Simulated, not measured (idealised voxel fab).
process module | voxel spacer lines
cross-section cut | 155 nm wide | cells 5 nm
A cross-section is a grid of square cells, given in bands from the top down. A band is one or more rows of cells.
Each band's line starts with the height of the band's top and of its bottom, in nm. Then come its materials from left to right, each with its width in nm. One material with "throughout" fills the band from edge to edge. "air" is empty space.
Height 0 is the level under which the wafer as received is all one material. The lowest band goes on downwards, as in "0 down".
A width such as "30 to 40" changes by the same amount from each row of cells to the next, from the band's top row to its bottom row.
"no change" after a step means that no cell of the cross-section changed.
closed voids: empty space of 8 cells or more with no open way to the top, each as width x height at its distance from the left edge, in nm
after a step's settings: what the simulator itself notes on the step
overlay nm, on a step with a mask: how far to the right of its planned place the mask lay; to the left if negative
plan
1 op RECEIVE | material Si
2 op CONFORMAL_DEP | material Al2O3 | thk nm 5
3 op DIRECTIONAL_DEP | material W | thk nm 20
4 op DIRECTIONAL_DEP | material polySi | thk nm 25
5 op PATTERN | tone cover | mask id MANDREL | material resist | width nm 15 | pitch nm 50 | thk nm 30 | overlay nm 0
6 op DIRECTIONAL_ETCH | etch materials polySi | depth nm 25
7 op STRIP | etch materials resist
8 op CONFORMAL_DEP | material SiO2 | thk nm 10
9 op DIRECTIONAL_ETCH | etch materials SiO2 | depth nm 10
10 op STRIP | etch materials polySi
11 op DIRECTIONAL_ETCH | etch materials W | depth nm 20
12 op STRIP | etch materials SiO2
13 op FILL_DEP | material SiO2 | thk nm 5
14 op CMP | height nm 25
as received, after step 1
  0 down: Si throughout
  closed voids: none
first wafer at the end, as planned
  25 to 5: SiO2 10 | W 10 | SiO2 15 | W 10 | SiO2 15 | W 10 | SiO2 15 | W 10 | SiO2 15 | W 10 | SiO2 15 | W 10 | SiO2 10
  5 to 0: Al2O3 throughout
  0 down: Si throughout
  closed voids: none
second wafer at the end: like start, like plan, one mistake
  25 to 5: SiO2 5 | W 10 | SiO2 25 | W 10 | SiO2 5 | W 10 | SiO2 25 | W 10 | SiO2 5 | W 10 | SiO2 25 | W 10 | SiO2 5
  5 to 0: Al2O3 throughout
  0 down: Si throughout
  closed voids: none
what went wrong: step 5 ran as: op PATTERN | tone cover | mask id MANDREL | material resist | width nm 25 | pitch nm 50 | thk nm 30 | overlay nm 0
at the end the second wafer has, in cells: as many of each material as the first, in other places
